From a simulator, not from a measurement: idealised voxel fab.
voxel quadruple lines: a process module
Pictured: cross-section cut, 190 nm wide, on a grid of 5 nm square cells.
Cross-section spec: square-cell grid; bands listed top down; each band is one or more rows. Band: top and bottom heights (nm) first, top before bottom; then materials from left to right, widths in nm. "full width" marks a sole material filling the band edge to edge. "air" denotes empty space. The level at which height equals 0 is the one under which the wafer, as it arrives, is entirely one material. No lower edge exists for the bottom band, which continues downward and is notated as in "top 0, no bottom". Note: "30->40" means the width goes from the first number (top row of the band) to the second number (bottom row) in equal steps per row of cells. What does "no alterations made" mean for a step? It means no cell of the cross-section changed in that step. Reported under the label "Entrapped voids" are the empty spaces having no open way to the top and comprising 8 cells or more; the notation for each is width x height at distance, in which the distance is measured from the left edge and all three values are in nm. Formally, on a step line, whatever follows the settings is a remark that the simulator itself makes on the step. When a step includes a mask, the "overlay nm" setting on its line states how far to the right of its planned place that mask lay, and negative values state how far to the left.

Planned process steps:
1,RECEIVE, material Si
2,CONFORMAL_DEP, material SiO2, thk nm 10
3,DIRECTIONAL_DEP, material W, thk nm 15
4,DIRECTIONAL_DEP, material polySi, thk nm 15
5,DIRECTIONAL_DEP, material aC, thk nm 25
6,PATTERN, tone cover, mask id MANDREL, material resist, width nm 20, pitch nm 60, thk nm 30, overlay nm 0
7,DIRECTIONAL_ETCH, etch materials aC, depth nm 25
8,STRIP, etch materials resist
9,CONFORMAL_DEP, material SiO2, thk nm 10
10,DIRECTIONAL_ETCH, etch materials SiO2, depth nm 10
11,STRIP, etch materials aC
12,DIRECTIONAL_ETCH, etch materials polySi, depth nm 15
13,STRIP, etch materials SiO2
14,CONFORMAL_DEP, material SiCN, thk nm 5
15,DIRECTIONAL_ETCH, etch materials SiCN, depth nm 5
16,STRIP, etch materials polySi
17,DIRECTIONAL_ETCH, etch materials W, depth nm 15
18,STRIP, etch materials SiCN

First out of two wafers; run went to plan:

Delivered wafer in cross-section: state after step 1:
	top 0, no bottom | Si full width
	Entrapped voids: none

The wafer, seen in cross-section, after step 2:
	top 10, bottom 0 | SiO2 full width
	Under the height 0 nothing was changed.

The wafer, seen in cross-section, after step 3:
	top 25, bottom 10 | W full width
	Under the height 10 nothing was changed.

The wafer, seen in cross-section, after step 4:
	top 40, bottom 25 | polySi full width
	Under the height 25 nothing was changed.

The wafer, seen in cross-section, after step 5:
	top 65, bottom 40 | aC full width
	Under the height 40 nothing was changed.

The wafer, seen in cross-section, after step 6:
	top 95, bottom 65 | air 55 nm  resist 20 nm  air 40 nm  resist 20 nm  air 55 nm
	Under the height 65 nothing was changed.

The wafer, seen in cross-section, after step 7:
	top 70, bottom 65 | air 55 nm  resist 20 nm  air 40 nm  resist 20 nm  air 55 nm
	top 65, bottom 40 | air 55 nm  aC 20 nm  air 40 nm  aC 20 nm  air 55 nm
	Under the height 40 nothing was changed.

The wafer, seen in cross-section, after step 8:
	top 65, bottom 40 | air 55 nm  aC 20 nm  air 40 nm  aC 20 nm  air 55 nm
	Under the height 40 nothing was changed.

The wafer, seen in cross-section, after step 9:
	top 75, bottom 65 | air 45 nm  SiO2 40 nm  air 20 nm  SiO2 40 nm  air 45 nm
	top 65, bottom 50 | air 45 nm  SiO2 10 nm  aC 20 nm  SiO2 10 nm  air 20 nm  SiO2 10 nm  aC 20 nm  SiO2 10 nm  air 45 nm
	top 50, bottom 40 | SiO2 55 nm  aC 20 nm  SiO2 40 nm  aC 20 nm  SiO2 55 nm
	Under the height 40 nothing was changed.

The wafer, seen in cross-section, after step 10:
	top 65, bottom 40 | air 45 nm  SiO2 10 nm  aC 20 nm  SiO2 10 nm  air 20 nm  SiO2 10 nm  aC 20 nm  SiO2 10 nm  air 45 nm
	Under the height 40 nothing was changed.

The wafer, seen in cross-section, after step 11:
	top 65, bottom 40 | air 45 nm  SiO2 10 nm  air 20 nm  SiO2 10 nm  air 20 nm  SiO2 10 nm  air 20 nm  SiO2 10 nm  air 45 nm
	Under the height 40 nothing was changed.

The wafer, seen in cross-section, after step 12:
	top 65, bottom 40 | air 45 nm  SiO2 10 nm  air 20 nm  SiO2 10 nm  air 20 nm  SiO2 10 nm  air 20 nm  SiO2 10 nm  air 45 nm
	top 40, bottom 25 | air 45 nm  polySi 10 nm  air 20 nm  polySi 10 nm  air 20 nm  polySi 10 nm  air 20 nm  polySi 10 nm  air 45 nm
	Under the height 25 nothing was changed.

The wafer, seen in cross-section, after step 13:
	top 40, bottom 25 | air 45 nm  polySi 10 nm  air 20 nm  polySi 10 nm  air 20 nm  polySi 10 nm  air 20 nm  polySi 10 nm  air 45 nm
	Under the height 25 nothing was changed.

The wafer, seen in cross-section, after step 14:
	top 45, bottom 40 | air 40 nm  SiCN 20 nm  air 10 nm  SiCN 20 nm  air 10 nm  SiCN 20 nm  air 10 nm  SiCN 20 nm  air 40 nm
	top 40, bottom 30 | air 40 nm  SiCN 5 nm  polySi 10 nm  SiCN 5 nm  air 10 nm  SiCN 5 nm  polySi 10 nm  SiCN 5 nm  air 10 nm  SiCN 5 nm  polySi 10 nm  SiCN 5 nm  air 10 nm  SiCN 5 nm  polySi 10 nm  SiCN 5 nm  air 40 nm
	top 30, bottom 25 | SiCN 45 nm  polySi 10 nm  SiCN 20 nm  polySi 10 nm  SiCN 20 nm  polySi 10 nm  SiCN 20 nm  polySi 10 nm  SiCN 45 nm
	Under the height 25 nothing was changed.

The wafer, seen in cross-section, after step 15:
	top 40, bottom 25 | air 40 nm  SiCN 5 nm  polySi 10 nm  SiCN 5 nm  air 10 nm  SiCN 5 nm  polySi 10 nm  SiCN 5 nm  air 10 nm  SiCN 5 nm  polySi 10 nm  SiCN 5 nm  air 10 nm  SiCN 5 nm  polySi 10 nm  SiCN 5 nm  air 40 nm
	Under the height 25 nothing was changed.

The wafer, seen in cross-section, after step 16:
	top 40, bottom 25 | air 40 nm  SiCN 5 nm  air 10 nm  SiCN 5 nm  air 10 nm  SiCN 5 nm  air 10 nm  SiCN 5 nm  air 10 nm  SiCN 5 nm  air 10 nm  SiCN 5 nm  air 10 nm  SiCN 5 nm  air 10 nm  SiCN 5 nm  air 40 nm
	Under the height 25 nothing was changed.

The wafer, seen in cross-section, after step 17:
	top 40, bottom 25 | air 40 nm  SiCN 5 nm  air 10 nm  SiCN 5 nm  air 10 nm  SiCN 5 nm  air 10 nm  SiCN 5 nm  air 10 nm  SiCN 5 nm  air 10 nm  SiCN 5 nm  air 10 nm  SiCN 5 nm  air 10 nm  SiCN 5 nm  air 40 nm
	top 25, bottom 10 | air 40 nm  W 5 nm  air 10 nm  W 5 nm  air 10 nm  W 5 nm  air 10 nm  W 5 nm  air 10 nm  W 5 nm  air 10 nm  W 5 nm  air 10 nm  W 5 nm  air 10 nm  W 5 nm  air 40 nm
	Under the height 10 nothing was changed.

The wafer, seen in cross-section, after step 18:
	top 25, bottom 10 | air 40 nm  W 5 nm  air 10 nm  W 5 nm  air 10 nm  W 5 nm  air 10 nm  W 5 nm  air 10 nm  W 5 nm  air 10 nm  W 5 nm  air 10 nm  W 5 nm  air 10 nm  W 5 nm  air 40 nm
	Under the height 10 nothing was changed.

The Second Wafer: Common Origin and Plan, One Mistake in Execution, Identical to the First Through Step 2:

Cross-section of the second wafer at the time step 3 of the plan should have ended:
	top 40, bottom 10 | W full width
	Under the height 10 nothing was changed.

Cross-section of the second wafer at the time step 4 of the plan should have ended:
	top 55, bottom 40 | polySi full width
	Under the height 40 nothing was changed.

Cross-section of the second wafer at the time step 5 of the plan should have ended:
	top 80, bottom 55 | aC full width
	Under the height 55 nothing was changed.

Cross-section of the second wafer at the time step 6 of the plan should have ended:
	top 110, bottom 80 | air 55 nm  resist 20 nm  air 40 nm  resist 20 nm  air 55 nm
	Under the height 80 nothing was changed.

Cross-section of the second wafer at the time step 7 of the plan should have ended:
	top 85, bottom 80 | air 55 nm  resist 20 nm  air 40 nm  resist 20 nm  air 55 nm
	top 80, bottom 55 | air 55 nm  aC 20 nm  air 40 nm  aC 20 nm  air 55 nm
	Under the height 55 nothing was changed.

Cross-section of the second wafer at the time step 8 of the plan should have ended:
	top 80, bottom 55 | air 55 nm  aC 20 nm  air 40 nm  aC 20 nm  air 55 nm
	Under the height 55 nothing was changed.

Cross-section of the second wafer at the time step 9 of the plan should have ended:
	top 90, bottom 80 | air 45 nm  SiO2 40 nm  air 20 nm  SiO2 40 nm  air 45 nm
	top 80, bottom 65 | air 45 nm  SiO2 10 nm  aC 20 nm  SiO2 10 nm  air 20 nm  SiO2 10 nm  aC 20 nm  SiO2 10 nm  air 45 nm
	top 65, bottom 55 | SiO2 55 nm  aC 20 nm  SiO2 40 nm  aC 20 nm  SiO2 55 nm
	Under the height 55 nothing was changed.

Cross-section of the second wafer at the time step 10 of the plan should have ended:
	top 80, bottom 55 | air 45 nm  SiO2 10 nm  aC 20 nm  SiO2 10 nm  air 20 nm  SiO2 10 nm  aC 20 nm  SiO2 10 nm  air 45 nm
	Under the height 55 nothing was changed.

Cross-section of the second wafer at the time step 11 of the plan should have ended:
	top 80, bottom 55 | air 45 nm  SiO2 10 nm  air 20 nm  SiO2 10 nm  air 20 nm  SiO2 10 nm  air 20 nm  SiO2 10 nm  air 45 nm
	Under the height 55 nothing was changed.

Cross-section of the second wafer at the time step 12 of the plan should have ended:
	top 80, bottom 55 | air 45 nm  SiO2 10 nm  air 20 nm  SiO2 10 nm  air 20 nm  SiO2 10 nm  air 20 nm  SiO2 10 nm  air 45 nm
	top 55, bottom 40 | air 45 nm  polySi 10 nm  air 20 nm  polySi 10 nm  air 20 nm  polySi 10 nm  air 20 nm  polySi 10 nm  air 45 nm
	Under the height 40 nothing was changed.

Cross-section of the second wafer at the time step 13 of the plan should have ended:
	top 55, bottom 40 | air 45 nm  polySi 10 nm  air 20 nm  polySi 10 nm  air 20 nm  polySi 10 nm  air 20 nm  polySi 10 nm  air 45 nm
	Under the height 40 nothing was changed.

Cross-section of the second wafer at the time step 14 of the plan should have ended:
	top 60, bottom 55 | air 40 nm  SiCN 20 nm  air 10 nm  SiCN 20 nm  air 10 nm  SiCN 20 nm  air 10 nm  SiCN 20 nm  air 40 nm
	top 55, bottom 45 | air 40 nm  SiCN 5 nm  polySi 10 nm  SiCN 5 nm  air 10 nm  SiCN 5 nm  polySi 10 nm  SiCN 5 nm  air 10 nm  SiCN 5 nm  polySi 10 nm  SiCN 5 nm  air 10 nm  SiCN 5 nm  polySi 10 nm  SiCN 5 nm  air 40 nm
	top 45, bottom 40 | SiCN 45 nm  polySi 10 nm  SiCN 20 nm  polySi 10 nm  SiCN 20 nm  polySi 10 nm  SiCN 20 nm  polySi 10 nm  SiCN 45 nm
	Under the height 40 nothing was changed.

Cross-section of the second wafer at the time step 15 of the plan should have ended:
	top 55, bottom 40 | air 40 nm  SiCN 5 nm  polySi 10 nm  SiCN 5 nm  air 10 nm  SiCN 5 nm  polySi 10 nm  SiCN 5 nm  air 10 nm  SiCN 5 nm  polySi 10 nm  SiCN 5 nm  air 10 nm  SiCN 5 nm  polySi 10 nm  SiCN 5 nm  air 40 nm
	Under the height 40 nothing was changed.

Cross-section of the second wafer at the time step 16 of the plan should have ended:
	top 55, bottom 40 | air 40 nm  SiCN 5 nm  air 10 nm  SiCN 5 nm  air 10 nm  SiCN 5 nm  air 10 nm  SiCN 5 nm  air 10 nm  SiCN 5 nm  air 10 nm  SiCN 5 nm  air 10 nm  SiCN 5 nm  air 10 nm  SiCN 5 nm  air 40 nm
	Under the height 40 nothing was changed.

Cross-section of the second wafer at the time step 17 of the plan should have ended:
	top 55, bottom 40 | air 40 nm  SiCN 5 nm  air 10 nm  SiCN 5 nm  air 10 nm  SiCN 5 nm  air 10 nm  SiCN 5 nm  air 10 nm  SiCN 5 nm  air 10 nm  SiCN 5 nm  air 10 nm  SiCN 5 nm  air 10 nm  SiCN 5 nm  air 40 nm
	top 40, bottom 25 | air 40 nm  W 5 nm  air 10 nm  W 5 nm  air 10 nm  W 5 nm  air 10 nm  W 5 nm  air 10 nm  W 5 nm  air 10 nm  W 5 nm  air 10 nm  W 5 nm  air 10 nm  W 5 nm  air 40 nm
	Under the height 25 nothing was changed.

Cross-section of the second wafer at the time step 18 of the plan should have ended:
	top 40, bottom 25 | air 40 nm  W 5 nm  air 10 nm  W 5 nm  air 10 nm  W 5 nm  air 10 nm  W 5 nm  air 10 nm  W 5 nm  air 10 nm  W 5 nm  air 10 nm  W 5 nm  air 10 nm  W 5 nm  air 40 nm
	Under the height 25 nothing was changed.
What broke from the plan during processing? twice over, step 3 of the plan was run
The second wafer ends with more or fewer cells of some materials than the first, per final count: W: 114 more
